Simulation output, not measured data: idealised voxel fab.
The process module presented herein is designated voxel wiring stack.
Displayed cross-section: cut, width of 240 nm, square cells sized 5 nm.
If you're reading a cross-section in this doc, picture square cells in a grid; it comes to you as bands, top ones listed first down to the bottom, and a band can be one or more rows of cells.
For a band, the entry starts with two heights in nm, that of the top and then that of the bottom, and carries on with the band's materials in order from left to right, each alongside its width in nm; the word "throughout" beside a single material means it fills the band edge to edge, and "empty" means empty space.
A quick word on heights: they are counted from 0, and under that level the wafer as it came to us is one material throughout. The lowest band is different from the rest in having no bottom; it simply continues downward, written as in "top 0, no bottom".
A two-number width, for instance "30..40", indicates that the width is equal to the first number in the top row of the band and to the second number in the bottom row, and that it changes by a constant amount per row of cells.
"no alteration" (step): cross-section cells unchanged, all of them.
"Enclosed cavities": sealed empty spaces, 8 cells or more, no open way to top, listed width x height at distance, with distance from the left edge and width, height and distance in nm.
Read whatever lies past the settings on a step's line as the simulator's own remark about the step.
overlay nm: where the mask lay relative to plan, measured to the right, on steps with a mask; negatives go left.

# Steps planned for the process
1: RECEIVE, material Si
2: CONFORMAL_DEP, material SiO2, thk nm 10
3: DIRECTIONAL_DEP, material TiN, thk nm 5
4: DIRECTIONAL_DEP, material W, thk nm 25
5: MASKED_ETCH, tone cover, mask id METAL_1, width nm 20, pitch nm 40, etch materials W, depth nm 25, overlay nm 0
6: MASKED_ETCH, tone cover, mask id METAL_1, width nm 20, pitch nm 40, etch materials TiN, depth nm 5, overlay nm 0
7: FILL_DEP, material lowk, thk nm 5
8: CMP, height nm 40
9: CONFORMAL_DEP, material SiCN, thk nm 5
10: DIRECTIONAL_DEP, material lowk, thk nm 10
11: MASKED_ETCH, tone open, mask id PLUG_1, width nm 15, pitch nm 40, etch materials lowk, depth nm 10, overlay nm 0
12: MASKED_ETCH, tone open, mask id PLUG_1, width nm 15, pitch nm 40, etch materials SiCN, depth nm 5, overlay nm 0
13: EPI, material Ru, thk nm 10
14: EPI, material Ru, thk nm 5
15: CONFORMAL_DEP, material SiCN, thk nm 5
16: DIRECTIONAL_DEP, material lowk, thk nm 15
17: PATTERN, tone open, mask id METAL_2, material resist, width nm 20, pitch nm 40, thk nm 15, overlay nm 0
18: DIRECTIONAL_ETCH, etch materials lowk, depth nm 15
19: DIRECTIONAL_ETCH, etch materials SiCN, depth nm 5
20: STRIP, etch materials resist
21: CONFORMAL_DEP, material TiN, thk nm 5
22: FILL_DEP, material Cu, thk nm 10
23: CMP, height nm 75
24: EPI, material Ru, thk nm 5
25: FILL_DEP, material SiCN, thk nm 5
26: DIRECTIONAL_DEP, material lowk, thk nm 20
27: MASKED_ETCH, tone open, mask id PLUG_2, width nm 15, pitch nm 80, etch materials lowk, depth nm 20, overlay nm 0
28: MASKED_ETCH, tone open, mask id PLUG_2, width nm 15, pitch nm 80, etch materials SiCN, depth nm 5, overlay nm 0
29: EPI, material Ru, thk nm 10
30: EPI, material Ru, thk nm 10
31: EPI, material Ru, thk nm 5
32: CONFORMAL_DEP, material SiCN, thk nm 5
33: DIRECTIONAL_DEP, material lowk, thk nm 25
34: PATTERN, tone open, mask id METAL_3, material resist, width nm 20, pitch nm 40, thk nm 20, overlay nm 0
35: DIRECTIONAL_ETCH, etch materials lowk, depth nm 25
36: DIRECTIONAL_ETCH, etch materials SiCN, depth nm 5
37: STRIP, etch materials resist
38: CONFORMAL_DEP, material TiN, thk nm 5
39: FILL_DEP, material Ru, thk nm 10
40: CMP, height nm 135
41: CONFORMAL_DEP, material SiCN, thk nm 5

# First of the two wafers, run per plan

# Cross-section of the wafer as it came to us, i.e., already through step 1
- top 0, no bottom: Si throughout
- Enclosed cavities: none

# Wafer after step 2 (cross-section)
- top 10, bottom 0: SiO2 throughout
- Lower than 0, everything is as it was.

# Wafer after step 3 (cross-section)
- top 15, bottom 10: TiN throughout
- Lower than 10, everything is as it was.

# Wafer after step 4 (cross-section)
- top 40, bottom 15: W throughout
- Lower than 15, everything is as it was.

# Wafer after step 5 (cross-section)
- top 40, bottom 15: empty 50 nm, W 20 nm, empty 20 nm, W 20 nm, empty 20 nm, W 20 nm, empty 20 nm, W 20 nm, empty 50 nm
- Lower than 15, everything is as it was.

# Wafer after step 6 (cross-section)
- top 40, bottom 15: empty 50 nm, W 20 nm, empty 20 nm, W 20 nm, empty 20 nm, W 20 nm, empty 20 nm, W 20 nm, empty 50 nm
- top 15, bottom 10: empty 50 nm, TiN 20 nm, empty 20 nm, TiN 20 nm, empty 20 nm, TiN 20 nm, empty 20 nm, TiN 20 nm, empty 50 nm
- Lower than 10, everything is as it was.

# Wafer after step 7 (cross-section)
- top 45, bottom 40: lowk throughout
- top 40, bottom 15: lowk 50 nm, W 20 nm, lowk 20 nm, W 20 nm, lowk 20 nm, W 20 nm, lowk 20 nm, W 20 nm, lowk 50 nm
- top 15, bottom 10: lowk 50 nm, TiN 20 nm, lowk 20 nm, TiN 20 nm, lowk 20 nm, TiN 20 nm, lowk 20 nm, TiN 20 nm, lowk 50 nm
- Lower than 10, everything is as it was.

# Wafer after step 8 (cross-section)
- top 40, bottom 15: lowk 50 nm, W 20 nm, lowk 20 nm, W 20 nm, lowk 20 nm, W 20 nm, lowk 20 nm, W 20 nm, lowk 50 nm
- Lower than 15, everything is as it was.

# Wafer after step 9 (cross-section)
- top 45, bottom 40: SiCN throughout
- Lower than 40, everything is as it was.

# Wafer after step 10 (cross-section)
- top 55, bottom 45: lowk throughout
- Lower than 45, everything is as it was.

# Wafer after step 11 (cross-section)
- top 55, bottom 45: lowk 50 nm, empty 15 nm, lowk 25 nm, empty 15 nm, lowk 25 nm, empty 15 nm, lowk 25 nm, empty 15 nm, lowk 55 nm
- Lower than 45, everything is as it was.

# Wafer after step 12 (cross-section)
- top 55, bottom 45: lowk 50 nm, empty 15 nm, lowk 25 nm, empty 15 nm, lowk 25 nm, empty 15 nm, lowk 25 nm, empty 15 nm, lowk 55 nm
- top 45, bottom 40: SiCN 50 nm, empty 15 nm, SiCN 25 nm, empty 15 nm, SiCN 25 nm, empty 15 nm, SiCN 25 nm, empty 15 nm, SiCN 55 nm
- Lower than 40, everything is as it was.

# Wafer after step 13 (cross-section)
- top 55, bottom 50: lowk 50 nm, empty 15 nm, lowk 25 nm, empty 15 nm, lowk 25 nm, empty 15 nm, lowk 25 nm, empty 15 nm, lowk 55 nm
- top 50, bottom 45: lowk 50 nm, Ru 15 nm, lowk 25 nm, Ru 15 nm, lowk 25 nm, Ru 15 nm, lowk 25 nm, Ru 15 nm, lowk 55 nm
- top 45, bottom 40: SiCN 50 nm, Ru 15 nm, SiCN 25 nm, Ru 15 nm, SiCN 25 nm, Ru 15 nm, SiCN 25 nm, Ru 15 nm, SiCN 55 nm
- Lower than 40, everything is as it was.

# Wafer after step 14 (cross-section)
- top 55, bottom 45: lowk 50 nm, Ru 15 nm, lowk 25 nm, Ru 15 nm, lowk 25 nm, Ru 15 nm, lowk 25 nm, Ru 15 nm, lowk 55 nm
- Lower than 45, everything is as it was.

# Wafer after step 15 (cross-section)
- top 60, bottom 55: SiCN throughout
- Lower than 55, everything is as it was.

# Wafer after step 16 (cross-section)
- top 75, bottom 60: lowk throughout
- Lower than 60, everything is as it was.

# Wafer after step 17 (cross-section)
- top 90, bottom 75: resist 50 nm, empty 20 nm, resist 20 nm, empty 20 nm, resist 20 nm, empty 20 nm, resist 20 nm, empty 20 nm, resist 50 nm
- Lower than 75, everything is as it was.

# Wafer after step 18 (cross-section)
- top 90, bottom 75: resist 50 nm, empty 20 nm, resist 20 nm, empty 20 nm, resist 20 nm, empty 20 nm, resist 20 nm, empty 20 nm, resist 50 nm
- top 75, bottom 60: lowk 50 nm, empty 20 nm, lowk 20 nm, empty 20 nm, lowk 20 nm, empty 20 nm, lowk 20 nm, empty 20 nm, lowk 50 nm
- Lower than 60, everything is as it was.

# Wafer after step 19 (cross-section)
- top 90, bottom 75: resist 50 nm, empty 20 nm, resist 20 nm, empty 20 nm, resist 20 nm, empty 20 nm, resist 20 nm, empty 20 nm, resist 50 nm
- top 75, bottom 60: lowk 50 nm, empty 20 nm, lowk 20 nm, empty 20 nm, lowk 20 nm, empty 20 nm, lowk 20 nm, empty 20 nm, lowk 50 nm
- top 60, bottom 55: SiCN 50 nm, empty 20 nm, SiCN 20 nm, empty 20 nm, SiCN 20 nm, empty 20 nm, SiCN 20 nm, empty 20 nm, SiCN 50 nm
- Lower than 55, everything is as it was.

# Wafer after step 20 (cross-section)
- top 75, bottom 60: lowk 50 nm, empty 20 nm, lowk 20 nm, empty 20 nm, lowk 20 nm, empty 20 nm, lowk 20 nm, empty 20 nm, lowk 50 nm
- Lower than 60, everything is as it was.

# Wafer after step 21 (cross-section)
- top 80, bottom 75: TiN 55 nm, empty 10 nm, TiN 30 nm, empty 10 nm, TiN 30 nm, empty 10 nm, TiN 30 nm, empty 10 nm, TiN 55 nm
- top 75, bottom 60: lowk 50 nm, TiN 5 nm, empty 10 nm, TiN 5 nm, lowk 20 nm, TiN 5 nm, empty 10 nm, TiN 5 nm, lowk 20 nm, TiN 5 nm, empty 10 nm, TiN 5 nm, lowk 20 nm, TiN 5 nm, empty 10 nm, TiN 5 nm, lowk 50 nm
- top 60, bottom 55: SiCN 50 nm, TiN 20 nm, SiCN 20 nm, TiN 20 nm, SiCN 20 nm, TiN 20 nm, SiCN 20 nm, TiN 20 nm, SiCN 50 nm
- Lower than 55, everything is as it was.

# Wafer after step 22 (cross-section)
- top 90, bottom 80: Cu throughout
- top 80, bottom 75: TiN 55 nm, Cu 10 nm, TiN 30 nm, Cu 10 nm, TiN 30 nm, Cu 10 nm, TiN 30 nm, Cu 10 nm, TiN 55 nm
- top 75, bottom 60: lowk 50 nm, TiN 5 nm, Cu 10 nm, TiN 5 nm, lowk 20 nm, TiN 5 nm, Cu 10 nm, TiN 5 nm, lowk 20 nm, TiN 5 nm, Cu 10 nm, TiN 5 nm, lowk 20 nm, TiN 5 nm, Cu 10 nm, TiN 5 nm, lowk 50 nm
- Lower than 60, everything is as it was.

# Wafer after step 23 (cross-section)
- top 75, bottom 60: lowk 50 nm, TiN 5 nm, Cu 10 nm, TiN 5 nm, lowk 20 nm, TiN 5 nm, Cu 10 nm, TiN 5 nm, lowk 20 nm, TiN 5 nm, Cu 10 nm, TiN 5 nm, lowk 20 nm, TiN 5 nm, Cu 10 nm, TiN 5 nm, lowk 50 nm
- Lower than 60, everything is as it was.

# Wafer after step 24 (cross-section)
- top 80, bottom 75: empty 45 nm, Ru 30 nm, empty 10 nm, Ru 30 nm, empty 10 nm, Ru 30 nm, empty 10 nm, Ru 30 nm, empty 45 nm
- Lower than 75, everything is as it was.

# Wafer after step 25 (cross-section)
- top 85, bottom 80: SiCN throughout
- top 80, bottom 75: SiCN 45 nm, Ru 30 nm, SiCN 10 nm, Ru 30 nm, SiCN 10 nm, Ru 30 nm, SiCN 10 nm, Ru 30 nm, SiCN 45 nm
- Lower than 75, everything is as it was.

# Wafer after step 26 (cross-section)
- top 105, bottom 85: lowk throughout
- Lower than 85, everything is as it was.

# Wafer after step 27 (cross-section)
- top 105, bottom 85: lowk 50 nm, empty 15 nm, lowk 65 nm, empty 15 nm, lowk 95 nm
- Lower than 85, everything is as it was.

# Wafer after step 28 (cross-section)
- top 105, bottom 85: lowk 50 nm, empty 15 nm, lowk 65 nm, empty 15 nm, lowk 95 nm
- top 85, bottom 80: SiCN 50 nm, empty 15 nm, SiCN 65 nm, empty 15 nm, SiCN 95 nm
- Lower than 80, everything is as it was.

# Wafer after step 29 (cross-section)
- top 105, bottom 90: lowk 50 nm, empty 15 nm, lowk 65 nm, empty 15 nm, lowk 95 nm
- top 90, bottom 85: lowk 50 nm, Ru 15 nm, lowk 65 nm, Ru 15 nm, lowk 95 nm
- top 85, bottom 80: SiCN 50 nm, Ru 15 nm, SiCN 65 nm, Ru 15 nm, SiCN 95 nm
- Lower than 80, everything is as it was.

# Wafer after step 30 (cross-section)
- top 105, bottom 100: lowk 50 nm, empty 15 nm, lowk 65 nm, empty 15 nm, lowk 95 nm
- top 100, bottom 85: lowk 50 nm, Ru 15 nm, lowk 65 nm, Ru 15 nm, lowk 95 nm
- Lower than 85, everything is as it was.

# Wafer after step 31 (cross-section)
- top 105, bottom 85: lowk 50 nm, Ru 15 nm, lowk 65 nm, Ru 15 nm, lowk 95 nm
- Lower than 85, everything is as it was.

# Wafer after step 32 (cross-section)
- top 110, bottom 105: SiCN throughout
- Lower than 105, everything is as it was.

# Wafer after step 33 (cross-section)
- top 135, bottom 110: lowk throughout
- Lower than 110, everything is as it was.

# Wafer after step 34 (cross-section)
- top 155, bottom 135: resist 50 nm, empty 20 nm, resist 20 nm, empty 20 nm, resist 20 nm, empty 20 nm, resist 20 nm, empty 20 nm, resist 50 nm
- Lower than 135, everything is as it was.

# Wafer after step 35 (cross-section)
- top 155, bottom 135: resist 50 nm, empty 20 nm, resist 20 nm, empty 20 nm, resist 20 nm, empty 20 nm, resist 20 nm, empty 20 nm, resist 50 nm
- top 135, bottom 110: lowk 50 nm, empty 20 nm, lowk 20 nm, empty 20 nm, lowk 20 nm, empty 20 nm, lowk 20 nm, empty 20 nm, lowk 50 nm
- Lower than 110, everything is as it was.

# Wafer after step 36 (cross-section)
- top 155, bottom 135: resist 50 nm, empty 20 nm, resist 20 nm, empty 20 nm, resist 20 nm, empty 20 nm, resist 20 nm, empty 20 nm, resist 50 nm
- top 135, bottom 110: lowk 50 nm, empty 20 nm, lowk 20 nm, empty 20 nm, lowk 20 nm, empty 20 nm, lowk 20 nm, empty 20 nm, lowk 50 nm
- top 110, bottom 105: SiCN 50 nm, empty 20 nm, SiCN 20 nm, empty 20 nm, SiCN 20 nm, empty 20 nm, SiCN 20 nm, empty 20 nm, SiCN 50 nm
- Lower than 105, everything is as it was.

# Wafer after step 37 (cross-section)
- top 135, bottom 110: lowk 50 nm, empty 20 nm, lowk 20 nm, empty 20 nm, lowk 20 nm, empty 20 nm, lowk 20 nm, empty 20 nm, lowk 50 nm
- Lower than 110, everything is as it was.

# Wafer after step 38 (cross-section)
- top 140, bottom 135: TiN 55 nm, empty 10 nm, TiN 30 nm, empty 10 nm, TiN 30 nm, empty 10 nm, TiN 30 nm, empty 10 nm, TiN 55 nm
- top 135, bottom 110: lowk 50 nm, TiN 5 nm, empty 10 nm, TiN 5 nm, lowk 20 nm, TiN 5 nm, empty 10 nm, TiN 5 nm, lowk 20 nm, TiN 5 nm, empty 10 nm, TiN 5 nm, lowk 20 nm, TiN 5 nm, empty 10 nm, TiN 5 nm, lowk 50 nm
- top 110, bottom 105: SiCN 50 nm, TiN 20 nm, SiCN 20 nm, TiN 20 nm, SiCN 20 nm, TiN 20 nm, SiCN 20 nm, TiN 20 nm, SiCN 50 nm
- Lower than 105, everything is as it was.

# Wafer after step 39 (cross-section)
- top 150, bottom 140: Ru throughout
- top 140, bottom 135: TiN 55 nm, Ru 10 nm, TiN 30 nm, Ru 10 nm, TiN 30 nm, Ru 10 nm, TiN 30 nm, Ru 10 nm, TiN 55 nm
- top 135, bottom 110: lowk 50 nm, TiN 5 nm, Ru 10 nm, TiN 5 nm, lowk 20 nm, TiN 5 nm, Ru 10 nm, TiN 5 nm, lowk 20 nm, TiN 5 nm, Ru 10 nm, TiN 5 nm, lowk 20 nm, TiN 5 nm, Ru 10 nm, TiN 5 nm, lowk 50 nm
- Lower than 110, everything is as it was.

# Wafer after step 40 (cross-section)
- top 135, bottom 110: lowk 50 nm, TiN 5 nm, Ru 10 nm, TiN 5 nm, lowk 20 nm, TiN 5 nm, Ru 10 nm, TiN 5 nm, lowk 20 nm, TiN 5 nm, Ru 10 nm, TiN 5 nm, lowk 20 nm, TiN 5 nm, Ru 10 nm, TiN 5 nm, lowk 50 nm
- Lower than 110, everything is as it was.

# Wafer after step 41 (cross-section)
- top 140, bottom 135: SiCN throughout
- Lower than 135, everything is as it was.

# Okay, second wafer. Nothing different at the start, nothing different in the plan, just one mistake somewhere in the running. As far as step 39, counting that step, it's the first wafer all over again

Cross-section of the second wafer corresponding to the planned conclusion of step 40: no alteration

# Cross-section of the second wafer corresponding to the planned conclusion of step 41
- top 155, bottom 150: SiCN throughout
- Lower than 150, everything is as it was.
Misprocessing identified: step 40 of the plan got skipped, so it never ran
It is noted that, at the conclusion of processing, the second wafer exhibits a higher or lower cell count for certain materials relative to the first: Ru +104 | TiN +40
